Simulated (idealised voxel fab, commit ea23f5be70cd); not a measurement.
process module | voxel trench capacitor
cross-section cut | 225 nm wide | cells 5 nm
A cross-section is a grid of square cells, given in bands from the top down. A band is one or more rows of cells.
Each band's line starts with the height of the band's top and of its bottom, in nm. Then come its materials from left to right, each with its width in nm. One material with "throughout" fills the band from edge to edge. "air" is empty space.
Height 0 is the level under which the wafer as received is all one material. The lowest band goes on downwards, as in "0 down".
A width such as "30 to 40" changes by the same amount from each row of cells to the next, from the band's top row to its bottom row.
"no change" after a step means that no cell of the cross-section changed.
closed voids: empty space of 8 cells or more with no open way to the top, each as width x height at its distance from the left edge, in nm
after a step's settings: what the simulator itself notes on the step
overlay nm, on a step with a mask: how far to the right of its planned place the mask lay; to the left if negative
plan
1 op RECEIVE | material Si
2 op CONFORMAL_DEP | material SiN | thk nm 10
3 op MASKED_ETCH | tone open | mask id TRENCH | width nm 15 | pitch nm 35 | etch materials SiN | depth nm 10 | overlay nm 0
4 op MASKED_ETCH | tone open | mask id TRENCH | width nm 15 | pitch nm 35 | etch materials Si | depth nm 40 | overlay nm 0
5 op CONFORMAL_DEP | material Al2O3 | thk nm 5
6 op FILL_DEP | material polySi | thk nm 10
7 op CMP | height nm 10
as received, after step 1
  0 down: Si throughout
  closed voids: none
first wafer at the end, as planned
  10 to 0: SiN 70 | Al2O3 5 | polySi 5 | Al2O3 5 | SiN 20 | Al2O3 5 | polySi 5 | Al2O3 5 | SiN 20 | Al2O3 5 | polySi 5 | Al2O3 5 | SiN 70
  0 to -35: Si 70 | Al2O3 5 | polySi 5 | Al2O3 5 | Si 20 | Al2O3 5 | polySi 5 | Al2O3 5 | Si 20 | Al2O3 5 | polySi 5 | Al2O3 5 | Si 70
  -35 to -40: Si 70 | Al2O3 15 | Si 20 | Al2O3 15 | Si 20 | Al2O3 15 | Si 70
  -40 down: Si throughout
  closed voids: none
second wafer at the end: like start, like plan, one mistake
  10 to 0: SiN 70 | Al2O3 5 | SiN 5 | Al2O3 5 | SiN 20 | Al2O3 5 | SiN 5 | Al2O3 5 | SiN 20 | Al2O3 5 | SiN 5 | Al2O3 5 | SiN 70
  0 to -35: Si 70 | Al2O3 5 | SiN 5 | Al2O3 5 | Si 20 | Al2O3 5 | SiN 5 | Al2O3 5 | Si 20 | Al2O3 5 | SiN 5 | Al2O3 5 | Si 70
  -35 to -40: Si 70 | Al2O3 15 | Si 20 | Al2O3 15 | Si 20 | Al2O3 15 | Si 70
  -40 down: Si throughout
  closed voids: none
what went wrong: step 6 ran as: op FILL_DEP | material SiN | thk nm 10
at the end the second wafer has, in cells: 27 more of SiN | 27 fewer of polySi
